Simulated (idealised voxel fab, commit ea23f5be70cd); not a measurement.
This section sets out a process module, namely voxel self aligned vias.
Xsec cut, 210 nm wide, square cell size 5 nm.
Heads up, the way a cross-section reads in here is a grid of square cells, handed over as bands from the top down, with every band being one or more rows of cells. Each band's line starts with the height of the band's top and of its bottom, in nm. Then come its materials from left to right, each with its width in nm. One material with "all across" fills the band from edge to edge. "blank" is empty space. Ref level 0: as-received wafer is one material below here. Bottom band extends down with no lower bound ("0 and below"). When a width is written as two numbers, as in "30..40", the first number is the width in the top row of cells of the band and the second is the width in its bottom row, and the width changes by the same amount from each row to the next. What does "nothing got changed" mean for a step? It means no cell of the cross-section changed in that step. Each empty space that has no open way to the top and spans at least 8 cells appears under "Trapped void list" as width x height at distance, the distance counted from the left edge, all in nm. The remark found on a step's line after its settings is issued by the simulator itself and pertains to that step. "overlay nm", when on a step's line for a step with a mask, measures how far to the right of its planned place the mask lay; a negative measure means to the left.
-- The planned process steps are enumerated hereunder
1 RECEIVE, material Si
2 CONFORMAL_DEP, material SiO2, thk nm 10
3 CONFORMAL_DEP, material SiCN, thk nm 5
4 DIRECTIONAL_DEP, material lowk, thk nm 25
5 MASKED_ETCH, tone open, mask id LINES, width nm 30, pitch nm 60, etch materials lowk, depth nm 25, overlay nm 0
6 CONFORMAL_DEP, material TiN, thk nm 5
7 FILL_DEP, material W, thk nm 10
8 CMP, height nm 40
9 SELECTIVE_ETCH, etch materials W Ru TiN, depth nm 10
10 FILL_DEP, material SiN, thk nm 10
11 CMP, height nm 40
12 DIRECTIONAL_DEP, material lowk, thk nm 20
13 MASKED_ETCH, tone open, mask id VIAS, width nm 40, pitch nm 60, etch materials lowk, depth nm 20, overlay nm 0
14 MASKED_ETCH, tone open, mask id VIAS, width nm 40, pitch nm 60, etch materials SiN, depth nm 10, overlay nm 0
15 CONFORMAL_DEP, material TiN, thk nm 5
16 FILL_DEP, material Ru, thk nm 5
17 CMP, height nm 60
18 CONFORMAL_DEP, material SiN, thk nm 5
Wafer-to-wafer difference: thk nm, step 3. Common start. Plan = first wafer's value.
-- Sectional view: first of several wafers, as received, after step 1
> 0 and below = Si all across
> Trapped void list: none
-- Cross-section of the first of several wafers, taken after step 18, where the module ends
> 65 down to 60 = SiN all across
> 60 down to 45 = lowk 25 nm, then TiN 5 nm, then Ru 30 nm, then TiN 5 nm, then lowk 20 nm, then TiN 5 nm, then Ru 30 nm, then TiN 5 nm, then lowk 20 nm, then TiN 5 nm, then Ru 30 nm, then TiN 5 nm, then lowk 25 nm
> 45 down to 35 = lowk 25..30 nm, then TiN 10..5 nm, then Ru 20 nm, then TiN 10..5 nm, then lowk 20..30 nm, then TiN 10..5 nm, then Ru 20 nm, then TiN 10..5 nm, then lowk 20..30 nm, then TiN 10..5 nm, then Ru 20 nm, then TiN 10..5 nm, then lowk 25..30 nm
> 35 down to 30 = lowk 30 nm, then TiN 30 nm, then lowk 30 nm, then TiN 30 nm, then lowk 30 nm, then TiN 30 nm, then lowk 30 nm
> 30 down to 20 = lowk 30 nm, then TiN 5 nm, then W 20 nm, then TiN 5 nm, then lowk 30 nm, then TiN 5 nm, then W 20 nm, then TiN 5 nm, then lowk 30 nm, then TiN 5 nm, then W 20 nm, then TiN 5 nm, then lowk 30 nm
> 20 down to 15 = lowk 30 nm, then TiN 30 nm, then lowk 30 nm, then TiN 30 nm, then lowk 30 nm, then TiN 30 nm, then lowk 30 nm
> 15 down to 10 = SiCN all across
> 10 down to 0 = SiO2 all across
> 0 and below = Si all across
> Trapped void list: none
-- Final wafer cross-section at module end
> 65 down to 60 = SiN all across
> 60 down to 45 = lowk 25 nm, then TiN 5 nm, then Ru 30 nm, then TiN 5 nm, then lowk 20 nm, then TiN 5 nm, then Ru 30 nm, then TiN 5 nm, then lowk 20 nm, then TiN 5 nm, then Ru 30 nm, then TiN 5 nm, then lowk 25 nm
> 45 down to 35 = lowk 25..30 nm, then TiN 10..5 nm, then Ru 20 nm, then TiN 10..5 nm, then lowk 20..30 nm, then TiN 10..5 nm, then Ru 20 nm, then TiN 10..5 nm, then lowk 20..30 nm, then TiN 10..5 nm, then Ru 20 nm, then TiN 10..5 nm, then lowk 25..30 nm
> 35 down to 30 = lowk 30 nm, then TiN 30 nm, then lowk 30 nm, then TiN 30 nm, then lowk 30 nm, then TiN 30 nm, then lowk 30 nm
> 30 down to 10 = SiCN all across
> 10 down to 0 = SiO2 all across
> 0 and below = Si all across
> Trapped void list: none
-- Below, a row for every wafer. Read it as the end-of-module picture: for each material the wafer shows its cells gained (+) or lost (-) since it was received, and then its closed voids
thk nm 5 | +78 Ru | +42 SiCN | +42 SiN | +84 SiO2 | +84 TiN | +24 W | +192 lowk | Trapped void list: none
thk nm 10 | +78 Ru | +84 SiCN | +42 SiN | +84 SiO2 | +78 TiN | +12 W | +168 lowk | Trapped void list: none
thk nm 15 | +78 Ru | +126 SiCN | +42 SiN | +84 SiO2 | +72 TiN | +144 lowk | Trapped void list: none
thk nm 20 | +78 Ru | +168 SiCN | +42 SiN | +84 SiO2 | +54 TiN | +120 lowk | Trapped void list: none
